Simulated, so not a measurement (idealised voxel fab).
The process module presented herein is designated voxel capacitor over wiring.
The figure presents cross-section cut, which has a width of 190 nm and is divided into square cells with an edge length of 5 nm.
Heads up, the way a cross-section reads in here is a grid of square cells, handed over as bands from the top down, with every band being one or more rows of cells.
Within each band entry, the heights of the top and of the bottom of the band appear first, in that order and in nm; the materials of the band then follow from left to right, each with its corresponding width in nm. The designation "all across" on a single material indicates that it fills the band from edge to edge; the designation "air" indicates empty space.
All heights in this document are referenced to 0, defined as the level beneath which the wafer, as received, consists entirely of one material. The lowest band is not bounded below; it extends indefinitely downward and is written in the form "from 0 down".
Quick explanation for "30..40": the width changes in equal steps down the rows of cells, from the first number in the band's top row to the second number in its bottom row.
Where the words "no change occurred" appear for a step, the cross-section shows no cell changed by that step; every cell remained as before.
Closed-off voids of 8+ cells (no open route to the top) go in "Trapped cavities", written width x height at distance from the left edge, in nm.
Where a step's line continues beyond its settings, the continuation is a remark by the simulator itself on that step.
When a step includes a mask, the "overlay nm" setting on its line states how far to the right of its planned place that mask lay, and negative values state how far to the left.
### The process steps that were planned are listed below
1. RECEIVE with material Si
2. CONFORMAL_DEP with material SiO2, thk nm 10
3. DIRECTIONAL_DEP with material TiN, thk nm 5
4. DIRECTIONAL_DEP with material Ru, thk nm 25
5. PATTERN with tone cover, mask id METAL_1, material resist, width nm 20, pitch nm 75, thk nm 15, overlay nm 0
6. DIRECTIONAL_ETCH with etch materials Ru, depth nm 25
7. DIRECTIONAL_ETCH with etch materials TiN, depth nm 5
8. STRIP with etch materials resist
9. FILL_DEP with material SiO2, thk nm 10
10. CMP with height nm 40
11. CONFORMAL_DEP with material SiCN, thk nm 5
12. DIRECTIONAL_DEP with material SiO2, thk nm 10
13. PATTERN with tone open, mask id PLUG_1, material resist, width nm 15, thk nm 20, overlay nm 0
14. DIRECTIONAL_ETCH with etch materials SiO2, depth nm 10
15. DIRECTIONAL_ETCH with etch materials SiCN, depth nm 5
16. STRIP with etch materials resist
17. EPI with material Ru, thk nm 10
18. EPI with material Ru, thk nm 5
19. DIRECTIONAL_DEP with material TiN, thk nm 10
20. DIRECTIONAL_DEP with material HfO2, thk nm 5
21. DIRECTIONAL_DEP with material TiN, thk nm 10
22. PATTERN with tone cover, mask id UPPER_PLATE, material resist, width nm 60, thk nm 20, overlay nm 0
23. DIRECTIONAL_ETCH with etch materials TiN, depth nm 10
24. DIRECTIONAL_ETCH with etch materials HfO2, depth nm 5
25. STRIP with etch materials resist
26. DIRECTIONAL_DEP with material aC, thk nm 10
27. PATTERN with tone cover, mask id LOWER_PLATE, material resist, width nm 70, thk nm 30, overlay nm 0
28. DIRECTIONAL_ETCH with etch materials aC, depth nm 10
29. STRIP with etch materials resist
30. DIRECTIONAL_ETCH with etch materials TiN, depth nm 10
31. STRIP with etch materials aC
32. FILL_DEP with material SiO2, thk nm 15
33. CMP with height nm 90
34. MASKED_ETCH with tone open, mask id PLUG_2, width nm 15, etch materials SiO2, depth nm 10, overlay nm 0
35. CONFORMAL_DEP with material TiN, thk nm 5
36. FILL_DEP with material W, thk nm 5
37. CMP with height nm 90
38. CONFORMAL_DEP with material SiCN, thk nm 5
### Incoming wafer in cross-section (state: after step 1)
* from 0 down  Si all across
* Trapped cavities: none
### First of two wafers: cross-section at end of module, run per plan
* from 95 to 90  SiCN all across
* from 90 to 85  SiO2: 60, TiN: 5, W: 5, TiN: 5, SiO2: 115
* from 85 to 80  SiO2: 60, TiN: 15, SiO2: 115
* from 80 to 70  SiO2: 50, TiN: 60, SiO2: 80
* from 70 to 65  SiO2: 50, HfO2: 60, SiO2: 80
* from 65 to 55  SiO2: 45, TiN: 70, SiO2: 75
* from 55 to 45  SiO2: 50, Ru: 15, SiO2: 125
* from 45 to 40  SiCN: 50, Ru: 15, SiCN: 125
* from 40 to 15  SiO2: 45, Ru: 20, SiO2: 55, Ru: 20, SiO2: 50
* from 15 to 10  SiO2: 45, TiN: 20, SiO2: 55, TiN: 20, SiO2: 50
* from 10 to 0  SiO2 all across
* from 0 down  Si all across
* Trapped cavities: none
### Wafer two (of two), end-of-module cross-section: start = wafer one, plan = wafer one, one run mistake
* from 95 to 90  SiCN all across
* from 90 to 85  SiO2: 60, TiN: 5, W: 5, TiN: 5, SiO2: 115
* from 85 to 80  SiO2: 60, TiN: 15, SiO2: 115
* from 80 to 70  SiO2: 65, TiN: 45, SiO2: 80
* from 70 to 65  SiO2: 50, TiN: 15, HfO2: 45, SiO2: 80
* from 65 to 60  SiO2: 45, TiN: 70, SiO2: 75
* from 60 to 55  SiO2: 45, TiN: 5, HfO2: 15, TiN: 50, SiO2: 75
* from 55 to 45  SiO2: 50, TiN: 15, SiO2: 125
* from 45 to 40  SiCN: 50, Ru: 15, SiCN: 125
* from 40 to 15  SiO2: 45, Ru: 20, SiO2: 55, Ru: 20, SiO2: 50
* from 15 to 10  SiO2: 45, TiN: 20, SiO2: 55, TiN: 20, SiO2: 50
* from 10 to 0  SiO2 all across
* from 0 down  Si all across
* Trapped cavities: none
The mistake made against the process plan was this: the plan's step 17 was left out and never carried out
at the end the second wafer has, in cells: Ru: 6 fewer, SiO2: 6 more
